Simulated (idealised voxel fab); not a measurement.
Process module, titled voxel lift off
Section cut is 140 nm wide and gridded with 5 nm square cells.
Each cross-section below is a grid of square cells, stated as bands in top-down order, with one or more rows of cells making up each band. Look at the band entry: it leads with the top's height and the bottom's height in nm. Then it lists the materials left to right, with a width in nm for each. The word "throughout" on a single material says that material fills the band edge to edge. The word "empty" is empty space. Height is counted from the level 0, under which the received wafer is composed throughout of one material. The lowest of the bands is not closed at the bottom but continues downward, in the notation "0 and below". Think of "30 to 40" as a width that walks from the first number to the second as you go down the band, top row to bottom row, taking equal-sized steps from row to row. The designation "no change occurred", where it is given for a processing step, indicates that no cell of the cross-section was altered in the course of that step. Entry "Completely enclosed voids". Content: empty spaces with no open connection to the top, size 8 cells or greater. Each: width x height at distance. Distance: from left edge. Unit: nm. Formally, on a step line, whatever follows the settings is a remark that the simulator itself makes on the step. "overlay nm" answers the question of how far to the right of plan the mask lay on a step that has a mask, and when it is negative the answer is to the left.
**Process steps - plan**
step 1: op RECEIVE | material Si
step 2: op CONFORMAL_DEP | material Al2O3 | thk nm 15
step 3: op PATTERN | tone open | mask id LINES | material resist | width nm 25 | pitch nm 40 | thk nm 20 | overlay nm 0
step 4: op DIRECTIONAL_DEP | material Ru | thk nm 10
step 5: op STRIP | etch materials resist
step 6: op CONFORMAL_DEP | material SiO2 | thk nm 10
**Of two wafers, the first: run according to plan**
**Here's what the wafer looked like in cross-section when it arrived - that's after step 1**
- 0 and below = Si throughout
- Completely enclosed voids: none
**Wafer xsec, post step 2**
- 15 down to 0 = Al2O3 throughout
- Unchanged below 0.
**Wafer xsec, post step 3**
- 35 down to 15 = 35 resist; 25 empty; 15 resist; 25 empty; 40 resist
- Unchanged below 15.
**Wafer xsec, post step 4**
- 45 down to 35 = 35 Ru; 25 empty; 15 Ru; 25 empty; 40 Ru
- 35 down to 25 = 35 resist; 25 empty; 15 resist; 25 empty; 40 resist
- 25 down to 15 = 35 resist; 25 Ru; 15 resist; 25 Ru; 40 resist
- Unchanged below 15.
**Wafer xsec, post step 5**
- 25 down to 15 = 35 empty; 25 Ru; 15 empty; 25 Ru; 40 empty
- Unchanged below 15.
**Wafer xsec, post step 6**
- 35 down to 25 = 25 empty; 85 SiO2; 30 empty
- 25 down to 15 = 35 SiO2; 25 Ru; 15 SiO2; 25 Ru; 40 SiO2
- Unchanged below 15.
**Companion wafer, the second of two: same beginning, same intended sequence, one mistake in carrying it out; through step 1 inclusive it tracks the first exactly**
**The second wafer cut through, at the time step 2 was supposed to be finished**
- 5 down to 0 = Al2O3 throughout
- Unchanged below 0.
**The second wafer cut through, at the time step 3 was supposed to be finished**
- 25 down to 5 = 35 resist; 25 empty; 15 resist; 25 empty; 40 resist
- Unchanged below 5.
**The second wafer cut through, at the time step 4 was supposed to be finished**
- 35 down to 25 = 35 Ru; 25 empty; 15 Ru; 25 empty; 40 Ru
- 25 down to 15 = 35 resist; 25 empty; 15 resist; 25 empty; 40 resist
- 15 down to 5 = 35 resist; 25 Ru; 15 resist; 25 Ru; 40 resist
- Unchanged below 5.
**The second wafer cut through, at the time step 5 was supposed to be finished**
- 15 down to 5 = 35 empty; 25 Ru; 15 empty; 25 Ru; 40 empty
- Unchanged below 5.
**The second wafer cut through, at the time step 6 was supposed to be finished**
- 25 down to 15 = 25 empty; 85 SiO2; 30 empty
- 15 down to 5 = 35 SiO2; 25 Ru; 15 SiO2; 25 Ru; 40 SiO2
- Unchanged below 5.
Short version of what went wrong: step 2 was run on a setting that differed from the plan, and what really ran there is op CONFORMAL_DEP | material Al2O3 | thk nm 5
Cell-count delta at end, second wafer over first, by material: Al2O3: 56 fewer
